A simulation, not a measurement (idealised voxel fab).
This is a process module. Its name is voxel transistor to metal.
Cross-section cut: width 180 nm, square cells of 5 nm.
In this document a cross-section is written as a grid of square cells. It is given as a series of bands, listed from the top down, and a band is one or more rows of cells.
Within each band entry, the heights of the top and of the bottom of the band appear first, in that order and in nm; the materials of the band then follow from left to right, each with its corresponding width in nm. The designation "everywhere" on a single material indicates that it fills the band from edge to edge; the designation "empty" indicates empty space.
Heights from 0 (as-received wafer is one material below). Bottom band endless downward, as "0..down".
The two numbers in a width such as "30 to 40" mark its ends across the band: the first belongs to the top row of cells, the second to the bottom row, and from each row to the next the width moves by the same amount.
For the purposes of this document, the phrase "no change occurred" attached to a step denotes that no cell within the cross-section was modified by that step.
If an empty space has no open way to the top and is at least 8 cells in size, "Voids, enclosed" lists it, written width x height at distance, where distance is measured from the left edge and every value is in nm.
That trailing text on a step's line, after the settings, is the simulator's own remark on the step.
For masked steps, "overlay nm" on the step line gives how far right of plan the mask actually lay; a minus sign means it lay to the left.
# Planned process steps
1) RECEIVE (material Si)
2) CONFORMAL_DEP (material SiO2; thk nm 5)
3) CONFORMAL_DEP (material SiN; thk nm 10)
4) MASKED_ETCH (tone cover; mask id ACTIVE; width nm 110; etch materials SiN; depth nm 10; overlay nm 0)
5) MASKED_ETCH (tone cover; mask id ACTIVE; width nm 110; etch materials SiO2; depth nm 5; overlay nm 0)
6) MASKED_ETCH (tone cover; mask id ACTIVE; width nm 110; etch materials Si; depth nm 30; overlay nm 0)
7) OXIDIZE (depth nm 5)
8) FILL_DEP (material SiO2; thk nm 5)
9) CMP (height nm 15)
10) SELECTIVE_ETCH (etch materials SiO2; depth nm 10)
11) STRIP (etch materials SiN)
12) SELECTIVE_ETCH (etch materials SiO2; depth nm 5)
13) OXIDIZE (depth nm 5)
14) DIRECTIONAL_DEP (material polySi; thk nm 20)
15) DIRECTIONAL_DEP (material SiCN; thk nm 10)
16) PATTERN (tone cover; mask id GATE; material resist; width nm 30; thk nm 15; overlay nm 0)
17) DIRECTIONAL_ETCH (etch materials SiCN; depth nm 20)
18) DIRECTIONAL_ETCH (etch materials polySi; depth nm 30)
19) STRIP (etch materials resist)
20) CONFORMAL_DEP (material SiN; thk nm 10)
21) DIRECTIONAL_ETCH (etch materials SiN; depth nm 10)
22) DIRECTIONAL_ETCH (etch materials SiO2; depth nm 5)
23) EPI (material pSi; thk nm 5)
24) FILL_DEP (material SiO2; thk nm 10)
25) CMP (height nm 20)
26) STRIP (etch materials polySi)
27) SELECTIVE_ETCH (etch materials SiO2; depth nm 5)
28) CONFORMAL_DEP (material HfO2; thk nm 5)
29) CONFORMAL_DEP (material TiN; thk nm 5)
30) FILL_DEP (material W; thk nm 10)
31) CMP (height nm 15)
32) DIRECTIONAL_DEP (material SiO2; thk nm 10)
33) MASKED_ETCH (tone open; mask id CONTACT; width nm 20; pitch nm 80; etch materials SiO2; depth nm 25; overlay nm 0)
34) CONFORMAL_DEP (material TiN; thk nm 5)
35) FILL_DEP (material Ru; thk nm 5)
36) CMP (height nm 25)
37) CONFORMAL_DEP (material SiN; thk nm 5)
38) DIRECTIONAL_DEP (material lowk; thk nm 20)
39) DIRECTIONAL_DEP (material aC; thk nm 15)
40) PATTERN (tone open; mask id METAL_1; material resist; width nm 20; pitch nm 80; thk nm 30; overlay nm 0)
41) DIRECTIONAL_ETCH (etch materials aC; depth nm 15)
42) STRIP (etch materials resist)
43) DIRECTIONAL_ETCH (etch materials lowk; depth nm 20)
44) DIRECTIONAL_ETCH (etch materials SiN; depth nm 5)
45) STRIP (etch materials aC)
46) CONFORMAL_DEP (material TiN; thk nm 5)
47) FILL_DEP (material Cu; thk nm 5)
48) CMP (height nm 50)
49) CONFORMAL_DEP (material SiCN; thk nm 5)
50) DIRECTIONAL_DEP (material SiO2; thk nm 30)
51) MASKED_ETCH (tone open; mask id METAL_2_HOLES; width nm 15; pitch nm 80; etch materials SiO2; depth nm 30; overlay nm 0)
52) MASKED_ETCH (tone open; mask id METAL_2; width nm 20; pitch nm 80; etch materials SiO2; depth nm 20; overlay nm 0)
53) MASKED_ETCH (tone open; mask id METAL_2; width nm 20; pitch nm 80; etch materials SiCN; depth nm 5; overlay nm 0)
54) CONFORMAL_DEP (material TiN; thk nm 5)
55) FILL_DEP (material Ru; thk nm 10)
56) CMP (height nm 85)
57) CONFORMAL_DEP (material SiN; thk nm 5)
# Incoming wafer, cross-sectional view, post step 1
0..down = Si everywhere
Voids, enclosed: none
# Cross-section at module end, one run error; start and plan unchanged from above
90..85 = SiN everywhere
85..70 = SiO2=40  TiN=5  Ru=10  TiN=5  SiO2=60  TiN=5  Ru=10  TiN=5  SiO2=40
70..65 = SiO2=40  TiN=5  Ru=5  TiN=10  SiO2=60  TiN=5  Ru=5  TiN=10  SiO2=40
65..55 = SiO2=40  TiN=5  Ru=5  TiN=5  SiO2=65  TiN=5  Ru=5  TiN=5  SiO2=45
55..50 = SiCN=40  TiN=15  SiCN=65  TiN=15  SiCN=45
50..30 = lowk=40  TiN=5  Cu=10  TiN=5  lowk=60  TiN=5  Cu=10  TiN=5  lowk=40
30..25 = SiN=40  TiN=20  SiN=60  TiN=20  SiN=40
25..15 = SiO2=40  TiN=5  Ru=10  TiN=5  SiO2=60  TiN=5  Ru=10  TiN=5  SiO2=40
15..5 = SiO2=40  TiN=5  Ru=10  TiN=5  SiN=10  HfO2=5  TiN=5  W=10  TiN=5  HfO2=5  SiN=10  SiO2=10  TiN=5  Ru=10  TiN=5  SiO2=40
5..0 = SiO2=40  TiN=20  SiN=10  HfO2=5  TiN=20  HfO2=5  SiN=10  SiO2=10  TiN=20  SiO2=40
0..-5 = SiO2=35  pSi=25  SiO2=5  HfO2=40  SiO2=5  pSi=35  SiO2=35
-5..-35 = SiO2=40  Si=100  SiO2=40
-35..down = Si everywhere
Voids, enclosed: none
Here's what went sideways: rather than as planned, step 16 actually ran as PATTERN (tone cover; mask id GATE; material resist; width nm 30; thk nm 15; overlay nm -5)
